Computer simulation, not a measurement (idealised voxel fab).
Name of the process module below: voxel transistor to metal
Section shown: cut. Width: 280 nm. Cell size: 5 nm, square.
We lay out every cross-section as a grid of square cells and spell it out in bands from the top down, where one band means one or more rows of cells. Look at the band entry: it leads with the top's height and the bottom's height in nm. Then it lists the materials left to right, with a width in nm for each. The word "full width" on a single material says that material fills the band edge to edge. The word "air" is empty space. Heights are measured from 0, the level below which the as-received wafer is all one material; the lowest band has no bottom and continues downward, written as in "0 down". The expression "30->40" gives the width at the extremes of the band, the first number at its top row of cells and the second at its bottom row, with the width changing by equal amounts from each row to the next in between. "no modification" after a step means that no cell of the cross-section changed. The entry titled "Completely sealed voids" provides the empty spaces that have no open way to the top, restricted to those of 8 cells or more. Each is presented as width x height at distance, the distance being measured from the left edge, with all three in nm. Post-settings text on a step line: simulator's own remark regarding the step. For masked steps, "overlay nm" on the step line gives how far right of plan the mask actually lay; a minus sign means it lay to the left.

### Process steps foreseen in the plan
| 1 | RECEIVE (material Si) |
| 2 | CONFORMAL_DEP (material SiO2; thk nm 5) |
| 3 | CONFORMAL_DEP (material SiN; thk nm 15) |
| 4 | DIRECTIONAL_DEP (material aC; thk nm 10) |
| 5 | PATTERN (tone cover; mask id ACTIVE; material resist; width nm 110; pitch nm 130; thk nm 25; overlay nm 0) |
| 6 | DIRECTIONAL_ETCH (etch materials aC; depth nm 10) |
| 7 | STRIP (etch materials resist) |
| 8 | DIRECTIONAL_ETCH (etch materials SiN; depth nm 15) |
| 9 | DIRECTIONAL_ETCH (etch materials SiO2; depth nm 5) |
| 10 | DIRECTIONAL_ETCH (etch materials Si; depth nm 20) |
| 11 | STRIP (etch materials aC) |
| 12 | FILL_DEP (material SiO2; thk nm 10) |
| 13 | CMP (height nm 20) |
| 14 | SELECTIVE_ETCH (etch materials SiO2; depth nm 15) |
| 15 | STRIP (etch materials SiN) |
| 16 | SELECTIVE_ETCH (etch materials SiO2; depth nm 5) |
| 17 | OXIDIZE (depth nm 5) |
| 18 | DIRECTIONAL_DEP (material polySi; thk nm 25) |
| 19 | DIRECTIONAL_DEP (material SiCN; thk nm 10) |
| 20 | MASKED_ETCH (tone cover; mask id GATE; width nm 20; pitch nm 130; etch materials SiCN; depth nm 20; overlay nm 0) |
| 21 | MASKED_ETCH (tone cover; mask id GATE; width nm 20; pitch nm 130; etch materials polySi; depth nm 35; overlay nm 0) |
| 22 | CONFORMAL_DEP (material SiN; thk nm 5) |
| 23 | DIRECTIONAL_ETCH (etch materials SiN; depth nm 5) |
| 24 | DIRECTIONAL_ETCH (etch materials SiO2; depth nm 5) |
| 25 | DIRECTIONAL_ETCH (etch materials Si; depth nm 10) |
| 26 | EPI (material SiGe; thk nm 10) |
| 27 | FILL_DEP (material SiO2; thk nm 10) |
| 28 | CMP (height nm 35) |
| 29 | DIRECTIONAL_DEP (material SiO2; thk nm 10) |
| 30 | MASKED_ETCH (tone open; mask id CONTACT; width nm 20; etch materials SiO2; depth nm 50; overlay nm 0) |
| 31 | CONFORMAL_DEP (material TiN; thk nm 5) |
| 32 | FILL_DEP (material Ru; thk nm 10) |
| 33 | CMP (height nm 45) |
| 34 | CONFORMAL_DEP (material SiCN; thk nm 5) |
| 35 | DIRECTIONAL_DEP (material SiO2; thk nm 20) |
| 36 | MASKED_ETCH (tone open; mask id METAL_1; width nm 20; etch materials SiO2; depth nm 20; overlay nm 0) |
| 37 | MASKED_ETCH (tone open; mask id METAL_1; width nm 20; etch materials SiCN; depth nm 5; overlay nm 0) |
| 38 | CONFORMAL_DEP (material TiN; thk nm 5) |
| 39 | FILL_DEP (material W; thk nm 5) |
| 40 | CMP (height nm 70) |
| 41 | EPI (material Ru; thk nm 5) |
| 42 | FILL_DEP (material SiCN; thk nm 5) |
| 43 | DIRECTIONAL_DEP (material lowk; thk nm 25) |
| 44 | PATTERN (tone open; mask id METAL_2; material resist; width nm 20; pitch nm 130; thk nm 15; overlay nm 0) |
| 45 | DIRECTIONAL_ETCH (etch materials lowk; depth nm 15) |
| 46 | STRIP (etch materials resist) |
| 47 | PATTERN (tone open; mask id METAL_2_HOLES; material resist; width nm 15; pitch nm 130; thk nm 15; overlay nm 0) |
| 48 | DIRECTIONAL_ETCH (etch materials lowk; depth nm 10) |
| 49 | DIRECTIONAL_ETCH (etch materials SiCN; depth nm 5) |
| 50 | STRIP (etch materials resist) |
| 51 | CONFORMAL_DEP (material TiN; thk nm 5) |
| 52 | FILL_DEP (material Cu; thk nm 5) |
| 53 | CMP (height nm 105) |
| 54 | CONFORMAL_DEP (material SiCN; thk nm 5) |

### Here's what the wafer looked like in cross-section when it arrived - that's after step 1
> 0 down | Si full width
> Completely sealed voids: none

### The plan above was carried out on the starting structure above with one mistake, and this cross-section shows the wafer at the end of the module
> 110 to 105 | SiCN full width
> 105 to 95 | 25 nm lowk | 5 nm TiN | 10 nm Cu | 5 nm TiN | 110 nm lowk | 5 nm TiN | 10 nm Cu | 5 nm TiN | 105 nm lowk
> 95 to 90 | 25 nm lowk | 5 nm TiN | 5 nm Cu | 10 nm TiN | 110 nm lowk | 5 nm TiN | 5 nm Cu | 10 nm TiN | 105 nm lowk
> 90 to 80 | 25 nm lowk | 5 nm TiN | 5 nm Cu | 5 nm TiN | 115 nm lowk | 5 nm TiN | 5 nm Cu | 5 nm TiN | 110 nm lowk
> 80 to 75 | 25 nm SiCN | 15 nm TiN | 115 nm SiCN | 15 nm TiN | 110 nm SiCN
> 75 to 70 | 15 nm SiCN | 30 nm Ru | 50 nm SiCN | 30 nm Ru | 20 nm SiCN | 30 nm Ru | 50 nm SiCN | 30 nm Ru | 25 nm SiCN
> 70 to 55 | 20 nm SiO2 | 5 nm TiN | 10 nm W | 5 nm TiN | 60 nm SiO2 | 5 nm TiN | 10 nm W | 5 nm TiN | 30 nm SiO2 | 5 nm TiN | 10 nm W | 5 nm TiN | 60 nm SiO2 | 5 nm TiN | 10 nm W | 5 nm TiN | 30 nm SiO2
> 55 to 50 | 20 nm SiO2 | 10 nm TiN | 5 nm W | 5 nm TiN | 60 nm SiO2 | 10 nm TiN | 5 nm W | 5 nm TiN | 30 nm SiO2 | 10 nm TiN | 5 nm W | 5 nm TiN | 60 nm SiO2 | 10 nm TiN | 5 nm W | 5 nm TiN | 30 nm SiO2
> 50 to 45 | 25 nm SiCN | 15 nm TiN | 65 nm SiCN | 15 nm TiN | 35 nm SiCN | 15 nm TiN | 65 nm SiCN | 15 nm TiN | 30 nm SiCN
> 45 to 35 | 25 nm SiO2 | 5 nm TiN | 10 nm Ru | 5 nm TiN | 60 nm SiO2 | 5 nm TiN | 10 nm Ru | 5 nm TiN | 30 nm SiO2 | 5 nm TiN | 10 nm Ru | 5 nm TiN | 60 nm SiO2 | 5 nm TiN | 10 nm Ru | 5 nm TiN | 25 nm SiO2
> 35 to 25 | 25 nm SiO2 | 5 nm TiN | 10 nm Ru | 5 nm TiN | 15 nm SiO2 | 5 nm SiN | 20 nm SiCN | 5 nm SiN | 15 nm SiO2 | 5 nm TiN | 10 nm Ru | 5 nm TiN | 30 nm SiO2 | 5 nm TiN | 10 nm Ru | 5 nm TiN | 15 nm SiO2 | 5 nm SiN | 20 nm SiCN | 5 nm SiN | 15 nm SiO2 | 5 nm TiN | 10 nm Ru | 5 nm TiN | 25 nm SiO2
> 25 to 5 | 25 nm SiO2 | 5 nm TiN | 10 nm Ru | 5 nm TiN | 15 nm SiO2 | 5 nm SiN | 20 nm polySi | 5 nm SiN | 15 nm SiO2 | 5 nm TiN | 10 nm Ru | 5 nm TiN | 30 nm SiO2 | 5 nm TiN | 10 nm Ru | 5 nm TiN | 15 nm SiO2 | 5 nm SiN | 20 nm polySi | 5 nm SiN | 15 nm SiO2 | 5 nm TiN | 10 nm Ru | 5 nm TiN | 25 nm SiO2
> 5 to 0 | 25 nm SiO2 | 5 nm TiN | 10 nm Ru | 5 nm TiN | 5 nm SiO2 | 10 nm SiGe | 5 nm SiN | 20 nm polySi | 5 nm SiN | 10 nm SiGe | 5 nm SiO2 | 5 nm TiN | 10 nm Ru | 5 nm TiN | 30 nm SiO2 | 5 nm TiN | 10 nm Ru | 5 nm TiN | 5 nm SiO2 | 10 nm SiGe | 5 nm SiN | 20 nm polySi | 5 nm SiN | 10 nm SiGe | 5 nm SiO2 | 5 nm TiN | 10 nm Ru | 5 nm TiN | 25 nm SiO2
> 0 to -5 | 25 nm SiO2 | 20 nm TiN | 5 nm SiO2 | 10 nm SiGe | 30 nm SiO2 | 10 nm SiGe | 5 nm SiO2 | 20 nm TiN | 30 nm SiO2 | 20 nm TiN | 5 nm SiO2 | 10 nm SiGe | 30 nm SiO2 | 10 nm SiGe | 5 nm SiO2 | 20 nm TiN | 25 nm SiO2
> -5 to -15 | 20 nm SiO2 | 40 nm SiGe | 30 nm Si | 40 nm SiGe | 20 nm SiO2 | 40 nm SiGe | 30 nm Si | 40 nm SiGe | 20 nm SiO2
> -15 to -20 | 20 nm SiO2 | 110 nm Si | 20 nm SiO2 | 110 nm Si | 20 nm SiO2
> -20 down | Si full width
> Completely sealed voids: none
Which mistake was made when the wafer was run? contrary to plan, step 36 was performed as MASKED_ETCH (tone open; mask id METAL_1; width nm 20; etch materials SiO2; depth nm 20; overlay nm -5)
